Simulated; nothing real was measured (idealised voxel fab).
Process module name: voxel self aligned contacts
FYI the section here is cut, 165 nm wide, cells are 5 nm squares.
Format of a cross-section: grid, square cells. Given as bands. Order: top down. Band: one or more rows of cells.
Per band: top height and bottom height in nm, followed by the left-to-right materials and their widths in nm; "full width" marks a single material spanning edge to edge, "empty" marks empty space.
Below 0: as-received wafer, all one material; heights counted from there. Lowest band: no bottom, goes on down, written "from 0 down".
The two numbers in a width such as "30..40" mark its ends across the band: the first belongs to the top row of cells, the second to the bottom row, and from each row to the next the width moves by the same amount.
Step marked "changes: none"? Then no cell in the cross-section changed in it.
"Entrapped void list" lists enclosed empty spaces (at least 8 cells, no open path upward to the top), each as width x height at distance from the left edge, in nm.
It should be noted that, on the line of a given step, the content following the step's settings is a remark produced by the simulator itself with respect to that step.
"overlay nm", when on a step's line for a step with a mask, measures how far to the right of its planned place the mask lay; a negative measure means to the left.

The following list gives the planned process steps
| 1 | RECEIVE, material Si |
| 2 | CONFORMAL_DEP, material SiO2, thk nm 5 |
| 3 | DIRECTIONAL_DEP, material polySi, thk nm 30 |
| 4 | DIRECTIONAL_DEP, material SiN, thk nm 15 |
| 5 | MASKED_ETCH, tone cover, mask id GATE, width nm 35, pitch nm 70, etch materials SiN, depth nm 15, overlay nm 0 |
| 6 | MASKED_ETCH, tone cover, mask id GATE, width nm 35, pitch nm 70, etch materials polySi, depth nm 30, overlay nm 0 |
| 7 | CONFORMAL_DEP, material SiN, thk nm 5 |
| 8 | DIRECTIONAL_ETCH, etch materials SiN, depth nm 5 |
| 9 | FILL_DEP, material SiO2, thk nm 15 |
| 10 | CMP, height nm 55 |
| 11 | MASKED_ETCH, tone open, mask id CONTACT, width nm 45, etch materials SiO2, depth nm 55, overlay nm 0 |
| 12 | CONFORMAL_DEP, material TiN, thk nm 5 |
| 13 | FILL_DEP, material Ru, thk nm 10 |
| 14 | CMP, height nm 55 |
| 15 | CONFORMAL_DEP, material SiCN, thk nm 5 |

Cross-section of the wafer at receipt, which is the condition after step 1
from 0 down = Si full width
Entrapped void list: none

Starting structure and process plan are as shown above, but one mistake was made in running the module; the wafer cross-section at the end of the module follows
from 60 to 55 = SiCN full width
from 55 to 45 = 60 SiO2, then 5..10 TiN, then 35..25 Ru, then 5..10 TiN, then 60 SiO2
from 45 to 35 = 30 SiO2, then 35 SiN, then 5 TiN, then 25 Ru, then 5 TiN, then 35 SiN, then 30 SiO2
from 35 to 5 = 30 SiO2, then 35 polySi, then 5 TiN, then 25 Ru, then 5 TiN, then 35 polySi, then 30 SiO2
from 5 to 0 = 65 SiO2, then 35 TiN, then 65 SiO2
from 0 down = Si full width
Entrapped void list: none
The mistake made against the process plan was this: step 7 in the plan did not get run; it was skipped
